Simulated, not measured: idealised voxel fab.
Title: Process Module voxel fin reveal
The cross-section on display is named cut; it measures 190 nm wide, and its cells are 5 nm squares.
In what follows, cross-sections appear as grids of square cells, described through bands that run from the top down, where every band is one or more rows of cells.
What a band's entry tells you: where the top is and where the bottom is, as heights in nm, and after that what lies inside, material by material from left to right, each with its width in nm. Empty space is written as the word "air", and a single material marked with the word "edge to edge" occupies the band from edge to edge.
Below 0: as-received wafer, all one material; heights counted from there. Lowest band: no bottom, goes on down, written "0 and below".
Per-row width for "30 to 40": begins at first number (top row of band), ends at second number (bottom row), increment between rows held constant.
What does "remained unchanged" mean for a step? It means no cell of the cross-section changed in that step.
Listed in "Cavities, sealed": every empty space of 8 or more cells without an open way to the top. Form: width x height at distance, the distance being from the left edge, all in nm.
If you see something after the settings on a step's line, that's the simulator's own remark about that step.
The optional step-line setting "overlay nm" applies to steps with a mask and quantifies how far to the right of its planned location the mask lay, a negative value indicating leftward placement.

THE PLANNED PROCESS STEPS ARE ENUMERATED HEREUNDER
1) RECEIVE | material Si
2) CONFORMAL_DEP | material SiN | thk nm 5
3) MASKED_ETCH | tone cover | mask id FINS | width nm 15 | pitch nm 40 | etch materials SiN | depth nm 5 | overlay nm 0
4) MASKED_ETCH | tone cover | mask id FINS | width nm 15 | pitch nm 40 | etch materials Si | depth nm 35 | overlay nm 0
5) OXIDIZE | depth nm 5
6) FILL_DEP | material SiO2 | thk nm 15
7) CMP | height nm 5
8) SELECTIVE_ETCH | etch materials SiO2 | depth nm 15
9) STRIP | etch materials SiN
For this document, wafers share an identical start and vary in the step 2 thk nm; the plan quotes the first wafer's value.

CROSS-SECTION: THE FIRST OF SEVERAL WAFERS IN ITS AS-RECEIVED STATE, I.E. FOLLOWING STEP 1
> 0 and below: Si edge to edge
> Cavities, sealed: none

QUICK KEY FOR THE TABLE: A ROW PER WAFER, TAKEN AT THE END OF THE MODULE. FOR EACH MATERIAL IT TELLS YOU HOW MANY CELLS THE WAFER GAINED (+) OR LOST (-) SINCE IT CAME IN, AND THE CLOSED VOIDS COME AFTER
thk nm 5, -272 Si, +204 SiO2, Cavities, sealed: none
thk nm 10, cross-section cells: unchanged, Cavities, sealed: none
thk nm 15, cross-section cells: unchanged, Cavities, sealed: none
thk nm 20, cross-section cells: unchanged, Cavities, sealed: none
